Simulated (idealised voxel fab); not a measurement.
process module | voxel ribs on slabs
cross-section cut | 195 nm wide | cells 5 nm
A cross-section is a grid of square cells, given in bands from the top down. A band is one or more rows of cells.
Each band's line starts with the height of the band's top and of its bottom, in nm. Then come its materials from left to right, each with its width in nm. One material with "throughout" fills the band from edge to edge. "air" is empty space.
Height 0 is the level under which the wafer as received is all one material. The lowest band goes on downwards, as in "0 down".
A width such as "30 to 40" changes by the same amount from each row of cells to the next, from the band's top row to its bottom row.
"no change" after a step means that no cell of the cross-section changed.
closed voids: empty space of 8 cells or more with no open way to the top, each as width x height at its distance from the left edge, in nm
after a step's settings: what the simulator itself notes on the step
overlay nm, on a step with a mask: how far to the right of its planned place the mask lay; to the left if negative
plan
1 op RECEIVE | material Si
2 op DIRECTIONAL_DEP | material SiO2 | thk nm 25
3 op DIRECTIONAL_DEP | material SiN | thk nm 15
4 op MASKED_ETCH | tone cover | mask id RIB | width nm 25 | etch materials SiN | depth nm 10 | overlay nm 0
5 op DIRECTIONAL_DEP | material aC | thk nm 15
6 op PATTERN | tone cover | mask id SLAB | material resist | width nm 85 | thk nm 35 | overlay nm 0
7 op DIRECTIONAL_ETCH | etch materials aC | depth nm 15
8 op STRIP | etch materials resist
9 op DIRECTIONAL_ETCH | etch materials SiN | depth nm 5
10 op STRIP | etch materials aC
11 op FILL_DEP | material SiO2 | thk nm 20
12 op CMP | height nm 55
13 op DIRECTIONAL_DEP | material TiN | thk nm 10
14 op MASKED_ETCH | tone cover | mask id HEATER | width nm 35 | etch materials TiN | depth nm 10 | overlay nm 0
15 op CONFORMAL_DEP | material SiN | thk nm 5
first wafer, as planned
as received, after step 1
  0 down: Si throughout
  closed voids: none
after step 2
  25 to 0: SiO2 throughout
  below 0: unchanged
after step 3
  40 to 25: SiN throughout
  below 25: unchanged
after step 4
  40 to 30: air 85 | SiN 25 | air 85
  below 30: unchanged
after step 5
  55 to 45: air 85 | aC 25 | air 85
  45 to 40: aC throughout
  40 to 30: aC 85 | SiN 25 | aC 85
  below 30: unchanged
after step 6
  90 to 55: air 55 | resist 85 | air 55
  55 to 45: air 55 | resist 30 | aC 25 | resist 30 | air 55
  below 45: unchanged
after step 7
  75 to 55: air 55 | resist 85 | air 55
  55 to 45: air 55 | resist 30 | aC 25 | resist 30 | air 55
  45 to 40: air 55 | aC 85 | air 55
  40 to 30: air 55 | aC 30 | SiN 25 | aC 30 | air 55
  below 30: unchanged
after step 8
  55 to 45: air 85 | aC 25 | air 85
  below 45: unchanged
after step 9
  55 to 45: air 85 | aC 25 | air 85
  45 to 40: air 55 | aC 85 | air 55
  40 to 30: air 55 | aC 30 | SiN 25 | aC 30 | air 55
  30 to 25: air 55 | SiN 85 | air 55
  below 25: unchanged
after step 10
  40 to 30: air 85 | SiN 25 | air 85
  below 30: unchanged
after step 11
  60 to 40: SiO2 throughout
  40 to 30: SiO2 85 | SiN 25 | SiO2 85
  30 to 25: SiO2 55 | SiN 85 | SiO2 55
  below 25: unchanged
after step 12
  55 to 40: SiO2 throughout
  below 40: unchanged
after step 13
  65 to 55: TiN throughout
  below 55: unchanged
after step 14
  65 to 55: air 80 | TiN 35 | air 80
  below 55: unchanged
after step 15
  70 to 65: air 75 | SiN 45 | air 75
  65 to 60: air 75 | SiN 5 | TiN 35 | SiN 5 | air 75
  60 to 55: SiN 80 | TiN 35 | SiN 80
  below 55: unchanged
second wafer: like start, like plan, one mistake. Through step 11 it matches the first wafer
when step 12 should have ended
  45 to 40: SiO2 throughout
  below 40: unchanged
when step 13 should have ended
  55 to 45: TiN throughout
  below 45: unchanged
when step 14 should have ended
  55 to 45: air 80 | TiN 35 | air 80
  below 45: unchanged
when step 15 should have ended
  60 to 55: air 75 | SiN 45 | air 75
  55 to 50: air 75 | SiN 5 | TiN 35 | SiN 5 | air 75
  50 to 45: SiN 80 | TiN 35 | SiN 80
  below 45: unchanged
what went wrong: step 12 ran as: op CMP | height nm 45
at the end the second wafer has, in cells: 78 fewer of SiO2
